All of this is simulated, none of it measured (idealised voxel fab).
This is a process module. Its name is voxel transistor to metal.
In the cross-section labelled cut, the width is 285 nm and each square cell is 5 nm.
Heads up, the way a cross-section reads in here is a grid of square cells, handed over as bands from the top down, with every band being one or more rows of cells. Basically the band line says how high the top is and how high the bottom is, in nm, and then what's in it from left to right, every material with its width in nm. Empty space shows up as "empty", and if a single material carries "all across" it runs the full band edge to edge. The reference from which all heights are counted is 0, the level beneath which the as-received wafer is entirely one material; the lowest band, having no lower bound, proceeds downward and is written after the example "0..down". The notation "30->40" denotes a width that varies across the rows of cells in the band, beginning at the first number in the top row, finishing at the second number in the bottom row, and changing by an identical amount from each row to the next. No cell of the cross-section changed in a step that is given as "no change". Closed-off voids of 8+ cells (no open route to the top) go in "Enclosed internal cavities", written width x height at distance from the left edge, in nm. The remark found on a step's line after its settings is issued by the simulator itself and pertains to that step. overlay nm: right-of-plan distance of the mask on a masked step; negative values mean left-of-plan. So the way this works: pairs, before and after one process step. The after picture only goes down to the lowest band that actually changed, nothing below. Step and its settings are under each pair. And watch out, pairs might come from different runs of this module, same starting wafer though, so a pair only follows on from the one above if its "Prior to step" entry tells you so.
PRIOR TO STEP
* 130..125: Ru all across
* 125..120: TiN (30), then Ru (5), then TiN (130), then Ru (5), then TiN (115)
* 120..85: lowk (25), then TiN (5), then Ru (5), then TiN (5), then lowk (120), then TiN (5), then Ru (5), then TiN (5), then lowk (110)
* 85..80: SiCN (25), then TiN (15), then SiCN (120), then TiN (15), then SiCN (110)
* 80..60: SiO2 (25), then TiN (5), then Cu (5), then TiN (5), then SiO2 (65), then TiN (5), then Cu (5), then TiN (5), then SiO2 (40), then TiN (5), then Cu (5), then TiN (5), then SiO2 (65), then TiN (5), then Cu (5), then TiN (5), then SiO2 (30)
* 60..55: SiCN (25), then TiN (15), then SiCN (65), then TiN (15), then SiCN (40), then TiN (15), then SiCN (65), then TiN (15), then SiCN (30)
* 55..45: SiO2 (25), then TiN (5), then W (5), then TiN (5), then SiO2 (65), then TiN (5), then W (5), then TiN (5), then SiO2 (40), then TiN (5), then W (5), then TiN (5), then SiO2 (65), then TiN (5), then W (5), then TiN (5), then SiO2 (30)
* 45..40: SiO2 (25), then TiN (5), then W (5), then TiN (5), then SiO2 (10), then SiN (5), then SiO2 (5), then SiCN (25), then SiO2 (5), then SiN (5), then SiO2 (10), then TiN (5), then W (5), then TiN (5), then SiO2 (40), then TiN (5), then W (5), then TiN (5), then SiO2 (10), then SiN (5), then SiO2 (5), then SiCN (25), then SiO2 (5), then SiN (5), then SiO2 (10), then TiN (5), then W (5), then TiN (5), then SiO2 (30)
* 40..35: SiO2 (25), then TiN (15), then SiO2 (10), then SiN (5), then SiO2 (5), then SiCN (25), then SiO2 (5), then SiN (5), then SiO2 (10), then TiN (15), then SiO2 (40), then TiN (15), then SiO2 (10), then SiN (5), then SiO2 (5), then SiCN (25), then SiO2 (5), then SiN (5), then SiO2 (10), then TiN (15), then SiO2 (30)
* 35..30: SiCN all across
* 30..0: polySi all across
* 0..-5: SiO2 all across
* -5..-20: SiO2 (15), then Si (115), then SiO2 (20), then Si (115), then SiO2 (20)
* -20..down: Si all across
* Enclosed internal cavities: none
POST-STEP APPEARANCE
* 120..85: lowk (25), then TiN (5), then Ru (5), then TiN (5), then lowk (120), then TiN (5), then Ru (5), then TiN (5), then lowk (110)
* Everything below 85 is unchanged.
* Enclosed internal cavities: none
Step applied between the pre-step and post-step cross-sections shown above: CMP [height nm 120]
Prior to step: For the state before this step, see the after cross-section of the pair located directly above.
POST-STEP APPEARANCE
* 125..120: SiN all across
* Everything below 120 is unchanged.
* Enclosed internal cavities: none
Step applied between the pre-step and post-step cross-sections shown above: CONFORMAL_DEP [material SiN] [thk nm 5]
PRIOR TO STEP
* 15..5: empty (15), then SiN (115), then empty (20), then SiN (115), then empty (20)
* 5..0: SiO2 all across
* 0..-20: SiO2 (15), then Si (115), then SiO2 (20), then Si (115), then SiO2 (20)
* -20..down: Si all across
* Enclosed internal cavities: none
POST-STEP APPEARANCE
* 15..5: empty (15), then SiN (115), then empty (20), then SiN (115), then empty (20)
* 5..0: empty (20), then SiO2 (105), then empty (30), then SiO2 (105), then empty (25)
* Everything below 0 is unchanged.
* Enclosed internal cavities: none
Step applied between the pre-step and post-step cross-sections shown above: SELECTIVE_ETCH [etch materials SiO2] [depth nm 5]
Prior to step: For the state before this step, see the after cross-section of the pair located directly above.
POST-STEP APPEARANCE
* 5..0: empty (20), then SiO2 (105), then empty (30), then SiO2 (105), then empty (25)
* Everything below 0 is unchanged.
* Enclosed internal cavities: none
Step applied between the pre-step and post-step cross-sections shown above: STRIP [etch materials SiN]
Prior to step: For the state before this step, see the after cross-section of the pair located directly above.
POST-STEP APPEARANCE
* 5..0: empty (20), then SiO2 (105), then empty (30), then SiO2 (105), then empty (25)
* 0..-5: SiO2 (25), then Si (95), then SiO2 (40), then Si (95), then SiO2 (30)
* Everything below -5 is unchanged.
* Enclosed internal cavities: none
Step applied between the pre-step and post-step cross-sections shown above: OXIDIZE [depth nm 5]
Prior to step: For the state before this step, see the after cross-section of the pair located directly above.
POST-STEP APPEARANCE
* 35..30: empty (20), then polySi (105), then empty (30), then polySi (105), then empty (25)
* 30..5: polySi all across
* 5..0: polySi (20), then SiO2 (105), then polySi (30), then SiO2 (105), then polySi (25)
* Everything below 0 is unchanged.
* Enclosed internal cavities: none
Step applied between the pre-step and post-step cross-sections shown above: DIRECTIONAL_DEP [material polySi] [thk nm 30]
Prior to step: For the state before this step, see the after cross-section of the pair located directly above.
POST-STEP APPEARANCE
* 50..45: empty (20), then SiCN (105), then empty (30), then SiCN (105), then empty (25)
* 45..35: SiCN all across
* 35..30: SiCN (20), then polySi (105), then SiCN (30), then polySi (105), then SiCN (25)
* Everything below 30 is unchanged.
* Enclosed internal cavities: none
Step applied between the pre-step and post-step cross-sections shown above: DIRECTIONAL_DEP [material SiCN] [thk nm 15]
Prior to step: For the state before this step, see the after cross-section of the pair located directly above.
POST-STEP APPEARANCE
* 70..50: empty (60), then resist (25), then empty (110), then resist (25), then empty (65)
* Everything below 50 is unchanged.
* Enclosed internal cavities: none
Step applied between the pre-step and post-step cross-sections shown above: PATTERN [tone cover] [mask id GATE] [material resist] [width nm 25] [pitch nm 135] [thk nm 20] [overlay nm 0]
Prior to step: For the state before this step, see the after cross-section of the pair located directly above.
POST-STEP APPEARANCE
* 70..50: empty (60), then resist (25), then empty (110), then resist (25), then empty (65)
* 50..35: empty (60), then SiCN (25), then empty (110), then SiCN (25), then empty (65)
* 35..30: empty (20), then polySi (105), then empty (30), then polySi (105), then empty (25)
* Everything below 30 is unchanged.
* Enclosed internal cavities: none
Step applied between the pre-step and post-step cross-sections shown above: DIRECTIONAL_ETCH [etch materials SiCN] [depth nm 25]
Prior to step: For the state before this step, see the after cross-section of the pair located directly above.
POST-STEP APPEARANCE
* 70..50: empty (60), then resist (25), then empty (110), then resist (25), then empty (65)
* 50..35: empty (60), then SiCN (25), then empty (110), then SiCN (25), then empty (65)
* 35..5: empty (60), then polySi (25), then empty (110), then polySi (25), then empty (65)
* 5..0: empty (20), then SiO2 (105), then empty (30), then SiO2 (105), then empty (25)
* Everything below 0 is unchanged.
* Enclosed internal cavities: none
Step applied between the pre-step and post-step cross-sections shown above: DIRECTIONAL_ETCH [etch materials polySi] [depth nm 40]
Prior to step: For the state before this step, see the after cross-section of the pair located directly above.
POST-STEP APPEARANCE
* 50..35: empty (60), then SiCN (25), then empty (110), then SiCN (25), then empty (65)
* Everything below 35 is unchanged.
* Enclosed internal cavities: none
Step applied between the pre-step and post-step cross-sections shown above: STRIP [etch materials resist]
Prior to step: For the state before this step, see the after cross-section of the pair located directly above.
POST-STEP APPEARANCE
* 55..50: empty (55), then SiO2 (35), then empty (100), then SiO2 (35), then empty (60)
* 50..35: empty (55), then SiO2 (5), then SiCN (25), then SiO2 (5), then empty (100), then SiO2 (5), then SiCN (25), then SiO2 (5), then empty (60)
* 35..10: empty (55), then SiO2 (5), then polySi (25), then SiO2 (5), then empty (100), then SiO2 (5), then polySi (25), then SiO2 (5), then empty (60)
* 10..5: empty (15), then SiO2 (45), then polySi (25), then SiO2 (45), then empty (20), then SiO2 (45), then polySi (25), then SiO2 (45), then empty (20)
* 5..0: SiO2 all across
* Everything below 0 is unchanged.
* Enclosed internal cavities: none
Step applied between the pre-step and post-step cross-sections shown above: CONFORMAL_DEP [material SiO2] [thk nm 5]
Prior to step: For the state before this step, see the after cross-section of the pair located directly above.
POST-STEP APPEARANCE
* 50..35: empty (55), then SiO2 (5), then SiCN (25), then SiO2 (5), then empty (100), then SiO2 (5), then SiCN (25), then SiO2 (5), then empty (60)
* 35..5: empty (55), then SiO2 (5), then polySi (25), then SiO2 (5), then empty (100), then SiO2 (5), then polySi (25), then SiO2 (5), then empty (60)
* 5..0: empty (15), then SiO2 (115), then empty (20), then SiO2 (115), then empty (20)
* Everything below 0 is unchanged.
* Enclosed internal cavities: none
Step applied between the pre-step and post-step cross-sections shown above: DIRECTIONAL_ETCH [etch materials SiO2] [depth nm 5]
Prior to step: For the state before this step, see the after cross-section of the pair located directly above.
POST-STEP APPEARANCE
* 55..50: empty (50), then SiN (45), then empty (90), then SiN (45), then empty (55)
* 50..35: empty (50), then SiN (5), then SiO2 (5), then SiCN (25), then SiO2 (5), then SiN (5), then empty (90), then SiN (5), then SiO2 (5), then SiCN (25), then SiO2 (5), then SiN (5), then empty (55)
* 35..10: empty (50), then SiN (5), then SiO2 (5), then polySi (25), then SiO2 (5), then SiN (5), then empty (90), then SiN (5), then SiO2 (5), then polySi (25), then SiO2 (5), then SiN (5), then empty (55)
* 10..5: empty (10), then SiN (45), then SiO2 (5), then polySi (25), then SiO2 (5), then SiN (45), then empty (10), then SiN (45), then SiO2 (5), then polySi (25), then SiO2 (5), then SiN (45), then empty (15)
* 5..0: SiN (15), then SiO2 (115), then SiN (20), then SiO2 (115), then SiN (20)
* Everything below 0 is unchanged.
* Enclosed internal cavities: none
Step applied between the pre-step and post-step cross-sections shown above: CONFORMAL_DEP [material SiN] [thk nm 5]
Prior to step: For the state before this step, see the after cross-section of the pair located directly above.
POST-STEP APPEARANCE
* 50..35: empty (50), then SiN (5), then SiO2 (5), then SiCN (25), then SiO2 (5), then SiN (5), then empty (90), then SiN (5), then SiO2 (5), then SiCN (25), then SiO2 (5), then SiN (5), then empty (55)
* 35..5: empty (50), then SiN (5), then SiO2 (5), then polySi (25), then SiO2 (5), then SiN (5), then empty (90), then SiN (5), then SiO2 (5), then polySi (25), then SiO2 (5), then SiN (5), then empty (55)
* 5..0: empty (10), then SiN (5), then SiO2 (115), then SiN (5), then empty (10), then SiN (5), then SiO2 (115), then SiN (5), then empty (15)
* Everything below 0 is unchanged.
* Enclosed internal cavities: none
Step applied between the pre-step and post-step cross-sections shown above: DIRECTIONAL_ETCH [etch materials SiN] [depth nm 5]
Prior to step: For the state before this step, see the after cross-section of the pair located directly above.
POST-STEP APPEARANCE
* 50..45: empty (50), then SiN (5), then empty (5), then SiCN (25), then empty (5), then SiN (5), then empty (90), then SiN (5), then empty (5), then SiCN (25), then empty (5), then SiN (5), then empty (55)
* 45..35: empty (50), then SiN (5), then SiO2 (5), then SiCN (25), then SiO2 (5), then SiN (5), then empty (90), then SiN (5), then SiO2 (5), then SiCN (25), then SiO2 (5), then SiN (5), then empty (55)
* 35..5: empty (50), then SiN (5), then SiO2 (5), then polySi (25), then SiO2 (5), then SiN (5), then empty (90), then SiN (5), then SiO2 (5), then polySi (25), then SiO2 (5), then SiN (5), then empty (55)
* 5..0: empty (10), then SiN (5), then empty (35), then SiO2 (45), then empty (35), then SiN (5), then empty (10), then SiN (5), then empty (35), then SiO2 (45), then empty (35), then SiN (5), then empty (15)
* 0..-5: empty (10), then SiO2 (15), then Si (95), then SiO2 (15), then empty (10), then SiO2 (15), then Si (95), then SiO2 (15), then empty (15)
* Everything below -5 is unchanged.
* Enclosed internal cavities: none
Step applied between the pre-step and post-step cross-sections shown above: DIRECTIONAL_ETCH [etch materials SiO2] [depth nm 5]
Prior to step: For the state before this step, see the after cross-section of the pair located directly above.
POST-STEP APPEARANCE
* 50..45: empty (50), then SiN (5), then empty (5), then SiCN (25), then empty (5), then SiN (5), then empty (90), then SiN (5), then empty (5), then SiCN (25), then empty (5), then SiN (5), then empty (55)
* 45..35: empty (50), then SiN (5), then SiO2 (5), then SiCN (25), then SiO2 (5), then SiN (5), then empty (90), then SiN (5), then SiO2 (5), then SiCN (25), then SiO2 (5), then SiN (5), then empty (55)
* 35..5: empty (50), then SiN (5), then SiO2 (5), then polySi (25), then SiO2 (5), then SiN (5), then empty (90), then SiN (5), then SiO2 (5), then polySi (25), then SiO2 (5), then SiN (5), then empty (55)
* 5..0: empty (10), then SiN (5), then empty (35), then SiO2 (45), then empty (35), then SiN (5), then empty (10), then SiN (5), then empty (35), then SiO2 (45), then empty (35), then SiN (5), then empty (15)
* 0..-5: empty (10), then SiO2 (15), then empty (25), then Si (45), then empty (25), then SiO2 (15), then empty (10), then SiO2 (15), then empty (25), then Si (45), then empty (25), then SiO2 (15), then empty (15)
* -5..-10: SiO2 (15), then Si (10), then empty (25), then Si (45), then empty (25), then Si (10), then SiO2 (20), then Si (10), then empty (25), then Si (45), then empty (25), then Si (10), then SiO2 (20)
* Everything below -10 is unchanged.
* Enclosed internal cavities: none
Step applied between the pre-step and post-step cross-sections shown above: DIRECTIONAL_ETCH [etch materials Si] [depth nm 10]
Prior to step: For the state before this step, see the after cross-section of the pair located directly above.
POST-STEP APPEARANCE
* 50..45: empty (50), then SiN (5), then empty (5), then SiCN (25), then empty (5), then SiN (5), then empty (90), then SiN (5), then empty (5), then SiCN (25), then empty (5), then SiN (5), then empty (55)
* 45..35: empty (50), then SiN (5), then SiO2 (5), then SiCN (25), then SiO2 (5), then SiN (5), then empty (90), then SiN (5), then SiO2 (5), then SiCN (25), then SiO2 (5), then SiN (5), then empty (55)
* 35..15: empty (50), then SiN (5), then SiO2 (5), then polySi (25), then SiO2 (5), then SiN (5), then empty (90), then SiN (5), then SiO2 (5), then polySi (25), then SiO2 (5), then SiN (5), then empty (55)
* 15..5: empty (35->15), then pSi (15->35), then SiN (5), then SiO2 (5), then polySi (25), then SiO2 (5), then SiN (5), then pSi (15->35), then empty (60->20), then pSi (15->35), then SiN (5), then SiO2 (5), then polySi (25), then SiO2 (5), then SiN (5), then pSi (15->35), then empty (40->20)
* 5..0: empty (10), then SiN (5), then pSi (35), then SiO2 (45), then pSi (35), then SiN (5), then empty (10), then SiN (5), then pSi (35), then SiO2 (45), then pSi (35), then SiN (5), then empty (15)
* 0..-5: empty (10), then SiO2 (15), then pSi (25), then Si (45), then pSi (25), then SiO2 (15), then empty (10), then SiO2 (15), then pSi (25), then Si (45), then pSi (25), then SiO2 (15), then empty (15)
* -5..-10: SiO2 (15), then Si (10), then pSi (25), then Si (45), then pSi (25), then Si (10), then SiO2 (20), then Si (10), then pSi (25), then Si (45), then pSi (25), then Si (10), then SiO2 (20)
* Everything below -10 is unchanged.
* Enclosed internal cavities: none
Step applied between the pre-step and post-step cross-sections shown above: EPI [material pSi] [thk nm 15]
Prior to step: For the state before this step, see the after cross-section of the pair located directly above.
POST-STEP APPEARANCE
* 55..50: SiO2 all across
* 50..35: SiO2 (50), then SiN (5), then SiO2 (5), then SiCN (25), then SiO2 (5), then SiN (5), then SiO2 (90), then SiN (5), then SiO2 (5), then SiCN (25), then SiO2 (5), then SiN (5), then SiO2 (55)
* 35..15: SiO2 (50), then SiN (5), then SiO2 (5), then polySi (25), then SiO2 (5), then SiN (5), then SiO2 (90), then SiN (5), then SiO2 (5), then polySi (25), then SiO2 (5), then SiN (5), then SiO2 (55)
* 15..5: SiO2 (35->15), then pSi (15->35), then SiN (5), then SiO2 (5), then polySi (25), then SiO2 (5), then SiN (5), then pSi (15->35), then SiO2 (60->20), then pSi (15->35), then SiN (5), then SiO2 (5), then polySi (25), then SiO2 (5), then SiN (5), then pSi (15->35), then SiO2 (40->20)
* 5..0: SiO2 (10), then SiN (5), then pSi (35), then SiO2 (45), then pSi (35), then SiN (5), then SiO2 (10), then SiN (5), then pSi (35), then SiO2 (45), then pSi (35), then SiN (5), then SiO2 (15)
* 0..-5: SiO2 (25), then pSi (25), then Si (45), then pSi (25), then SiO2 (40), then pSi (25), then Si (45), then pSi (25), then SiO2 (30)
* Everything below -5 is unchanged.
* Enclosed internal cavities: none
Step applied between the pre-step and post-step cross-sections shown above: FILL_DEP [material SiO2] [thk nm 5]
Prior to step: For the state before this step, see the after cross-section of the pair located directly above.
POST-STEP APPEARANCE
* 45..35: SiO2 (50), then SiN (5), then SiO2 (5), then SiCN (25), then SiO2 (5), then SiN (5), then SiO2 (90), then SiN (5), then SiO2 (5), then SiCN (25), then SiO2 (5), then SiN (5), then SiO2 (55)
* Everything below 35 is unchanged.
* Enclosed internal cavities: none
Step applied between the pre-step and post-step cross-sections shown above: CMP [height nm 45]
Prior to step: For the state before this step, see the after cross-section of the pair located directly above.
POST-STEP APPEARANCE
* 55..45: SiO2 all across
* Everything below 45 is unchanged.
* Enclosed internal cavities: none
Step applied between the pre-step and post-step cross-sections shown above: DIRECTIONAL_DEP [material SiO2] [thk nm 10]
Prior to step: For the state before this step, see the after cross-section of the pair located directly above.
POST-STEP APPEARANCE
* 70..55: resist (25), then empty (15), then resist (65), then empty (15), then resist (40), then empty (15), then resist (65), then empty (15), then resist (30)
* Everything below 55 is unchanged.
* Enclosed internal cavities: none
Step applied between the pre-step and post-step cross-sections shown above: PATTERN [tone open] [mask id CONTACT] [material resist] [width nm 15] [thk nm 15] [overlay nm 0]
Prior to step: For the state before this step, see the after cross-section of the pair located directly above.
POST-STEP APPEARANCE
* 70..55: resist (25), then empty (15), then resist (65), then empty (15), then resist (40), then empty (15), then resist (65), then empty (15), then resist (30)
* 55..45: SiO2 (25), then empty (15), then SiO2 (65), then empty (15), then SiO2 (40), then empty (15), then SiO2 (65), then empty (15), then SiO2 (30)
* 45..35: SiO2 (25), then empty (15), then SiO2 (10), then SiN (5), then SiO2 (5), then SiCN (25), then SiO2 (5), then SiN (5), then SiO2 (10), then empty (15), then SiO2 (40), then empty (15), then SiO2 (10), then SiN (5), then SiO2 (5), then SiCN (25), then SiO2 (5), then SiN (5), then SiO2 (10), then empty (15), then SiO2 (30)
* 35..15: SiO2 (25), then empty (15), then SiO2 (10), then SiN (5), then SiO2 (5), then polySi (25), then SiO2 (5), then SiN (5), then SiO2 (10), then empty (15), then SiO2 (40), then empty (15), then SiO2 (10), then SiN (5), then SiO2 (5), then polySi (25), then SiO2 (5), then SiN (5), then SiO2 (10), then empty (15), then SiO2 (30)
* 15..10: SiO2 (25), then empty (10), then pSi (15), then SiN (5), then SiO2 (5), then polySi (25), then SiO2 (5), then SiN (5), then pSi (15), then empty (10), then SiO2 (40), then empty (10), then pSi (15), then SiN (5), then SiO2 (5), then polySi (25), then SiO2 (5), then SiN (5), then pSi (15), then empty (10), then SiO2 (30)
* Everything below 10 is unchanged.
* Enclosed internal cavities: none
Step applied between the pre-step and post-step cross-sections shown above: DIRECTIONAL_ETCH [etch materials SiO2] [depth nm 55]
Prior to step: For the state before this step, see the after cross-section of the pair located directly above.
POST-STEP APPEARANCE
* 55..45: SiO2 (25), then empty (15), then SiO2 (65), then empty (15), then SiO2 (40), then empty (15), then SiO2 (65), then empty (15), then SiO2 (30)
* Everything below 45 is unchanged.
* Enclosed internal cavities: none
Step applied between the pre-step and post-step cross-sections shown above: STRIP [etch materials resist]
Prior to step: For the state before this step, see the after cross-section of the pair located directly above.
POST-STEP APPEARANCE
* 60..55: TiN (30), then empty (5), then TiN (75), then empty (5), then TiN (50), then empty (5), then TiN (75), then empty (5), then TiN (35)
* 55..45: SiO2 (25), then TiN (5), then empty (5), then TiN (5), then SiO2 (65), then TiN (5), then empty (5), then TiN (5), then SiO2 (40), then TiN (5), then empty (5), then TiN (5), then SiO2 (65), then TiN (5), then empty (5), then TiN (5), then SiO2 (30)
* 45..35: SiO2 (25), then TiN (5), then empty (5), then TiN (5), then SiO2 (10), then SiN (5), then SiO2 (5), then SiCN (25), then SiO2 (5), then SiN (5), then SiO2 (10), then TiN (5), then empty (5), then TiN (5), then SiO2 (40), then TiN (5), then empty (5), then TiN (5), then SiO2 (10), then SiN (5), then SiO2 (5), then SiCN (25), then SiO2 (5), then SiN (5), then SiO2 (10), then TiN (5), then empty (5), then TiN (5), then SiO2 (30)
* 35..20: SiO2 (25), then TiN (5), then empty (5), then TiN (5), then SiO2 (10), then SiN (5), then SiO2 (5), then polySi (25), then SiO2 (5), then SiN (5), then SiO2 (10), then TiN (5), then empty (5), then TiN (5), then SiO2 (40), then TiN (5), then empty (5), then TiN (5), then SiO2 (10), then SiN (5), then SiO2 (5), then polySi (25), then SiO2 (5), then SiN (5), then SiO2 (10), then TiN (5), then empty (5), then TiN (5), then SiO2 (30)
* 20..15: SiO2 (25), then TiN (15), then SiO2 (10), then SiN (5), then SiO2 (5), then polySi (25), then SiO2 (5), then SiN (5), then SiO2 (10), then TiN (15), then SiO2 (40), then TiN (15), then SiO2 (10), then SiN (5), then SiO2 (5), then polySi (25), then SiO2 (5), then SiN (5), then SiO2 (10), then TiN (15), then SiO2 (30)
* 15..10: SiO2 (25), then TiN (10), then pSi (15), then SiN (5), then SiO2 (5), then polySi (25), then SiO2 (5), then SiN (5), then pSi (15), then TiN (10), then SiO2 (40), then TiN (10), then pSi (15), then SiN (5), then SiO2 (5), then polySi (25), then SiO2 (5), then SiN (5), then pSi (15), then TiN (10), then SiO2 (30)
* Everything below 10 is unchanged.
* Enclosed internal cavities: none
Step applied between the pre-step and post-step cross-sections shown above: CONFORMAL_DEP [material TiN] [thk nm 5]
Prior to step: For the state before this step, see the after cross-section of the pair located directly above.
POST-STEP APPEARANCE
* 70..60: W all across
* 60..55: TiN (30), then W (5), then TiN (75), then W (5), then TiN (50), then W (5), then TiN (75), then W (5), then TiN (35)
* 55..45: SiO2 (25), then TiN (5), then W (5), then TiN (5), then SiO2 (65), then TiN (5), then W (5), then TiN (5), then SiO2 (40), then TiN (5), then W (5), then TiN (5), then SiO2 (65), then TiN (5), then W (5), then TiN (5), then SiO2 (30)
* 45..35: SiO2 (25), then TiN (5), then W (5), then TiN (5), then SiO2 (10), then SiN (5), then SiO2 (5), then SiCN (25), then SiO2 (5), then SiN (5), then SiO2 (10), then TiN (5), then W (5), then TiN (5), then SiO2 (40), then TiN (5), then W (5), then TiN (5), then SiO2 (10), then SiN (5), then SiO2 (5), then SiCN (25), then SiO2 (5), then SiN (5), then SiO2 (10), then TiN (5), then W (5), then TiN (5), then SiO2 (30)
* 35..20: SiO2 (25), then TiN (5), then W (5), then TiN (5), then SiO2 (10), then SiN (5), then SiO2 (5), then polySi (25), then SiO2 (5), then SiN (5), then SiO2 (10), then TiN (5), then W (5), then TiN (5), then SiO2 (40), then TiN (5), then W (5), then TiN (5), then SiO2 (10), then SiN (5), then SiO2 (5), then polySi (25), then SiO2 (5), then SiN (5), then SiO2 (10), then TiN (5), then W (5), then TiN (5), then SiO2 (30)
* Everything below 20 is unchanged.
* Enclosed internal cavities: none
Step applied between the pre-step and post-step cross-sections shown above: FILL_DEP [material W] [thk nm 10]
Prior to step: For the state before this step, see the after cross-section of the pair located directly above.
POST-STEP APPEARANCE
* 55..45: SiO2 (25), then TiN (5), then W (5), then TiN (5), then SiO2 (65), then TiN (5), then W (5), then TiN (5), then SiO2 (40), then TiN (5), then W (5), then TiN (5), then SiO2 (65), then TiN (5), then W (5), then TiN (5), then SiO2 (30)
* Everything below 45 is unchanged.
* Enclosed internal cavities: none
Step applied between the pre-step and post-step cross-sections shown above: CMP [height nm 55]
Prior to step: For the state before this step, see the after cross-section of the pair located directly above.
POST-STEP APPEARANCE
* 60..55: SiCN all across
* Everything below 55 is unchanged.
* Enclosed internal cavities: none
Step applied between the pre-step and post-step cross-sections shown above: CONFORMAL_DEP [material SiCN] [thk nm 5]
Prior to step: For the state before this step, see the after cross-section of the pair located directly above.
POST-STEP APPEARANCE
* 80..60: SiO2 all across
* Everything below 60 is unchanged.
* Enclosed internal cavities: none
Step applied between the pre-step and post-step cross-sections shown above: DIRECTIONAL_DEP [material SiO2] [thk nm 20]
Prior to step: For the state before this step, see the after cross-section of the pair located directly above.
POST-STEP APPEARANCE
* 90..80: aC all across
* Everything below 80 is unchanged.
* Enclosed internal cavities: none
Step applied between the pre-step and post-step cross-sections shown above: DIRECTIONAL_DEP [material aC] [thk nm 10]
Prior to step: For the state before this step, see the after cross-section of the pair located directly above.
POST-STEP APPEARANCE
* 120..90: resist (25), then empty (15), then resist (65), then empty (15), then resist (40), then empty (15), then resist (65), then empty (15), then resist (30)
* Everything below 90 is unchanged.
* Enclosed internal cavities: none
Step applied between the pre-step and post-step cross-sections shown above: PATTERN [tone open] [mask id METAL_1] [material resist] [width nm 15] [thk nm 30] [overlay nm 0]
Prior to step: For the state before this step, see the after cross-section of the pair located directly above.
POST-STEP APPEARANCE
* 110..90: resist (25), then empty (15), then resist (65), then empty (15), then resist (40), then empty (15), then resist (65), then empty (15), then resist (30)
* 90..80: aC (25), then empty (15), then aC (65), then empty (15), then aC (40), then empty (15), then aC (65), then empty (15), then aC (30)
* Everything below 80 is unchanged.
* Enclosed internal cavities: none
Step applied between the pre-step and post-step cross-sections shown above: DIRECTIONAL_ETCH [etch materials aC] [depth nm 10]
Prior to step: For the state before this step, see the after cross-section of the pair located directly above.
POST-STEP APPEARANCE
* 90..80: aC (25), then empty (15), then aC (65), then empty (15), then aC (40), then empty (15), then aC (65), then empty (15), then aC (30)
* Everything below 80 is unchanged.
* Enclosed internal cavities: none
Step applied between the pre-step and post-step cross-sections shown above: STRIP [etch materials resist]
Prior to step: For the state before this step, see the after cross-section of the pair located directly above.
POST-STEP APPEARANCE
* 90..80: aC (25), then empty (15), then aC (65), then empty (15), then aC (40), then empty (15), then aC (65), then empty (15), then aC (30)
* 80..60: SiO2 (25), then empty (15), then SiO2 (65), then empty (15), then SiO2 (40), then empty (15), then SiO2 (65), then empty (15), then SiO2 (30)
* Everything below 60 is unchanged.
* Enclosed internal cavities: none
Step applied between the pre-step and post-step cross-sections shown above: DIRECTIONAL_ETCH [etch materials SiO2] [depth nm 20]
Prior to step: For the state before this step, see the after cross-section of the pair located directly above.
POST-STEP APPEARANCE
* 90..80: aC (25), then empty (15), then aC (65), then empty (15), then aC (40), then empty (15), then aC (65), then empty (15), then aC (30)
* 80..60: SiO2 (25), then empty (15), then SiO2 (65), then empty (15), then SiO2 (40), then empty (15), then SiO2 (65), then empty (15), then SiO2 (30)
* 60..55: SiCN (25), then empty (15), then SiCN (65), then empty (15), then SiCN (40), then empty (15), then SiCN (65), then empty (15), then SiCN (30)
* Everything below 55 is unchanged.
* Enclosed internal cavities: none
Step applied between the pre-step and post-step cross-sections shown above: DIRECTIONAL_ETCH [etch materials SiCN] [depth nm 5]
Prior to step: For the state before this step, see the after cross-section of the pair located directly above.
POST-STEP APPEARANCE
* 80..60: SiO2 (25), then empty (15), then SiO2 (65), then empty (15), then SiO2 (40), then empty (15), then SiO2 (65), then empty (15), then SiO2 (30)
* Everything below 60 is unchanged.
* Enclosed internal cavities: none
Step applied between the pre-step and post-step cross-sections shown above: STRIP [etch materials aC]
Prior to step: For the state before this step, see the after cross-section of the pair located directly above.
POST-STEP APPEARANCE
* 85..80: TiN (30), then empty (5), then TiN (75), then empty (5), then TiN (50), then empty (5), then TiN (75), then empty (5), then TiN (35)
* 80..60: SiO2 (25), then TiN (5), then empty (5), then TiN (5), then SiO2 (65), then TiN (5), then empty (5), then TiN (5), then SiO2 (40), then TiN (5), then empty (5), then TiN (5), then SiO2 (65), then TiN (5), then empty (5), then TiN (5), then SiO2 (30)
* 60..55: SiCN (25), then TiN (15), then SiCN (65), then TiN (15), then SiCN (40), then TiN (15), then SiCN (65), then TiN (15), then SiCN (30)
* Everything below 55 is unchanged.
* Enclosed internal cavities: none
Step applied between the pre-step and post-step cross-sections shown above: CONFORMAL_DEP [material TiN] [thk nm 5]
Prior to step: For the state before this step, see the after cross-section of the pair located directly above.
POST-STEP APPEARANCE
* 90..85: Cu all across
* 85..80: TiN (30), then Cu (5), then TiN (75), then Cu (5), then TiN (50), then Cu (5), then TiN (75), then Cu (5), then TiN (35)
* 80..60: SiO2 (25), then TiN (5), then Cu (5), then TiN (5), then SiO2 (65), then TiN (5), then Cu (5), then TiN (5), then SiO2 (40), then TiN (5), then Cu (5), then TiN (5), then SiO2 (65), then TiN (5), then Cu (5), then TiN (5), then SiO2 (30)
* Everything below 60 is unchanged.
* Enclosed internal cavities: none
Step applied between the pre-step and post-step cross-sections shown above: FILL_DEP [material Cu] [thk nm 5]
Prior to step: For the state before this step, see the after cross-section of the pair located directly above.
POST-STEP APPEARANCE
* 80..60: SiO2 (25), then TiN (5), then Cu (5), then TiN (5), then SiO2 (65), then TiN (5), then Cu (5), then TiN (5), then SiO2 (40), then TiN (5), then Cu (5), then TiN (5), then SiO2 (65), then TiN (5), then Cu (5), then TiN (5), then SiO2 (30)
* Everything below 60 is unchanged.
* Enclosed internal cavities: none
Step applied between the pre-step and post-step cross-sections shown above: CMP [height nm 80]
Prior to step: For the state before this step, see the after cross-section of the pair located directly above.
POST-STEP APPEARANCE
* 85..80: SiCN all across
* Everything below 80 is unchanged.
* Enclosed internal cavities: none
Step applied between the pre-step and post-step cross-sections shown above: CONFORMAL_DEP [material SiCN] [thk nm 5]
Prior to step: For the state before this step, see the after cross-section of the pair located directly above.
POST-STEP APPEARANCE
* 120..85: lowk all across
* Everything below 85 is unchanged.
* Enclosed internal cavities: none
Step applied between the pre-step and post-step cross-sections shown above: DIRECTIONAL_DEP [material lowk] [thk nm 35]
Prior to step: For the state before this step, see the after cross-section of the pair located directly above.
POST-STEP APPEARANCE
* 135..120: resist (25), then empty (15), then resist (120), then empty (15), then resist (110)
* Everything below 120 is unchanged.
* Enclosed internal cavities: none
Step applied between the pre-step and post-step cross-sections shown above: PATTERN [tone open] [mask id METAL_2] [material resist] [width nm 15] [pitch nm 135] [thk nm 15] [overlay nm 0]
